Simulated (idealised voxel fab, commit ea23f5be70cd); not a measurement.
Presented below is a process module, voxel released beams.
Xsec cut, 250 nm wide, square cell size 5 nm.
Cross-sections here: square-cell grids, written as top-down lists of bands, a band being one or more rows of cells.
For a band, the entry starts with two heights in nm, that of the top and then that of the bottom, and carries on with the band's materials in order from left to right, each alongside its width in nm; the word "throughout" beside a single material means it fills the band edge to edge, and "blank" means empty space.
Heights are expressed relative to 0, this being the level below which the as-received wafer comprises one material exclusively. The lowest band is unbounded in the downward direction and is denoted as in "0..down".
A width such as "30->40" changes by the same amount from each row of cells to the next, from the band's top row to its bottom row.
Take "same as before" at face value: in the step it is given for, the cross-section changed in none of its cells.
This entry, "Sealed cavities", enumerates those empty regions of no fewer than 8 cells that possess no open connection to the top. Each region is reported in the form width x height at distance, the distance being taken from the left edge, with all three quantities expressed in nm.
Formally, on a step line, whatever follows the settings is a remark that the simulator itself makes on the step.
overlay nm, on a step with a mask: how far to the right of its planned place the mask lay; to the left if negative
Process steps (planned)
- 1: RECEIVE,material Si
- 2: CONFORMAL_DEP,material SiN,thk nm 5
- 3: DIRECTIONAL_DEP,material SiO2,thk nm 20
- 4: PATTERN,tone open,mask id ANCHOR,material resist,width nm 45,thk nm 15,overlay nm 0
- 5: DIRECTIONAL_ETCH,etch materials SiO2,depth nm 20
- 6: STRIP,etch materials resist
- 7: CONFORMAL_DEP,material TiN,thk nm 15
- 8: MASKED_ETCH,tone cover,mask id BEAM,width nm 130,etch materials TiN,depth nm 15,overlay nm -15
- 9: STRIP,etch materials SiO2
Every wafer here starts from the same state; it is the step 8 overlay nm that distinguishes them, and the value the plan gives belongs to the first wafer.
The as-received cross-section of the first of several wafers corresponds to the state after step 1
  0..down: Si throughout
  Sealed cavities: none
Here is how to read the rows: every wafer has a row, and it shows the wafer at the end of the module, giving for each material how many cells were gained (+) or lost (-) since the wafer was received, then listing its closed voids
overlay nm -15 | +50 SiN | +102 TiN | Sealed cavities: none
overlay nm -10 | +50 SiN | +102 TiN | Sealed cavities: none
overlay nm -5 | +50 SiN | +102 TiN | Sealed cavities: none
overlay nm 0 | +50 SiN | +102 TiN | Sealed cavities: none
overlay nm 5 | +50 SiN | +102 TiN | Sealed cavities: none
overlay nm 10 | +50 SiN | +102 TiN | Sealed cavities: none
overlay nm 15 | +50 SiN | +102 TiN | Sealed cavities: none
